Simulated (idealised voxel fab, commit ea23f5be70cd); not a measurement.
process module | voxel capacitor over wiring
cross-section cut | 165 nm wide | cells 5 nm
A cross-section is a grid of square cells, given in bands from the top down. A band is one or more rows of cells.
Each band's line starts with the height of the band's top and of its bottom, in nm. Then come its materials from left to right, each with its width in nm. One material with "throughout" fills the band from edge to edge. "air" is empty space.
Height 0 is the level under which the wafer as received is all one material. The lowest band goes on downwards, as in "0 down".
A width such as "30 to 40" changes by the same amount from each row of cells to the next, from the band's top row to its bottom row.
"no change" after a step means that no cell of the cross-section changed.
closed voids: empty space of 8 cells or more with no open way to the top, each as width x height at its distance from the left edge, in nm
after a step's settings: what the simulator itself notes on the step
overlay nm, on a step with a mask: how far to the right of its planned place the mask lay; to the left if negative
plan
1 op RECEIVE | material Si
2 op CONFORMAL_DEP | material SiO2 | thk nm 10
3 op DIRECTIONAL_DEP | material TiN | thk nm 5
4 op DIRECTIONAL_DEP | material Ru | thk nm 25
5 op DIRECTIONAL_DEP | material aC | thk nm 15
6 op PATTERN | tone cover | mask id METAL_1 | material resist | width nm 20 | pitch nm 75 | thk nm 35 | overlay nm 0
7 op DIRECTIONAL_ETCH | etch materials aC | depth nm 15
8 op STRIP | etch materials resist
9 op DIRECTIONAL_ETCH | etch materials Ru | depth nm 25
10 op DIRECTIONAL_ETCH | etch materials TiN | depth nm 5
11 op STRIP | etch materials aC
12 op FILL_DEP | material SiO2 | thk nm 10
13 op CMP | height nm 40
14 op CONFORMAL_DEP | material SiCN | thk nm 5
15 op DIRECTIONAL_DEP | material SiO2 | thk nm 20
16 op DIRECTIONAL_DEP | material aC | thk nm 15
17 op PATTERN | tone open | mask id PLUG_1 | material resist | width nm 15 | thk nm 30 | overlay nm 0
18 op DIRECTIONAL_ETCH | etch materials aC | depth nm 15
19 op STRIP | etch materials resist
20 op DIRECTIONAL_ETCH | etch materials SiO2 | depth nm 20
21 op DIRECTIONAL_ETCH | etch materials SiCN | depth nm 5
22 op STRIP | etch materials aC
23 op EPI | material Ru | thk nm 10
24 op EPI | material Ru | thk nm 10
25 op EPI | material Ru | thk nm 5
26 op DIRECTIONAL_DEP | material TiN | thk nm 5
27 op DIRECTIONAL_DEP | material HfO2 | thk nm 5
28 op DIRECTIONAL_DEP | material TiN | thk nm 10
29 op MASKED_ETCH | tone cover | mask id UPPER_PLATE | width nm 60 | etch materials TiN | depth nm 10 | overlay nm 0
30 op MASKED_ETCH | tone cover | mask id UPPER_PLATE | width nm 60 | etch materials HfO2 | depth nm 5 | overlay nm 0
31 op MASKED_ETCH | tone cover | mask id LOWER_PLATE | width nm 70 | etch materials TiN | depth nm 5 | overlay nm 0
32 op FILL_DEP | material SiO2 | thk nm 20
33 op CMP | height nm 100
34 op MASKED_ETCH | tone open | mask id PLUG_2 | width nm 15 | etch materials SiO2 | depth nm 15 | overlay nm 0
35 op CONFORMAL_DEP | material TiN | thk nm 5
36 op FILL_DEP | material Cu | thk nm 10
37 op CMP | height nm 100
38 op CONFORMAL_DEP | material SiN | thk nm 5
as received, after step 1
  0 down: Si throughout
  closed voids: none
a wafer at the end: this start, this plan, one mistake
  105 to 100: SiN throughout
  100 to 90: SiO2 50 | TiN 5 | Cu 5 | TiN 5 | SiO2 100
  90 to 85: SiO2 50 | TiN 15 | SiO2 100
  85 to 75: SiO2 45 | TiN 50 | SiO2 70
  75 to 70: SiO2 40 | HfO2 60 | SiO2 65
  70 to 65: SiO2 35 | TiN 70 | SiO2 60
  65 to 45: SiO2 40 | Ru 15 | SiO2 110
  45 to 40: SiCN 40 | Ru 15 | SiCN 110
  40 to 15: SiO2 35 | Ru 20 | SiO2 55 | Ru 20 | SiO2 35
  15 to 10: SiO2 35 | TiN 20 | SiO2 55 | TiN 20 | SiO2 35
  10 to 0: SiO2 throughout
  0 down: Si throughout
  closed voids: none
what went wrong: step 29 ran as: op MASKED_ETCH | tone cover | mask id UPPER_PLATE | width nm 50 | etch materials TiN | depth nm 10 | overlay nm 0
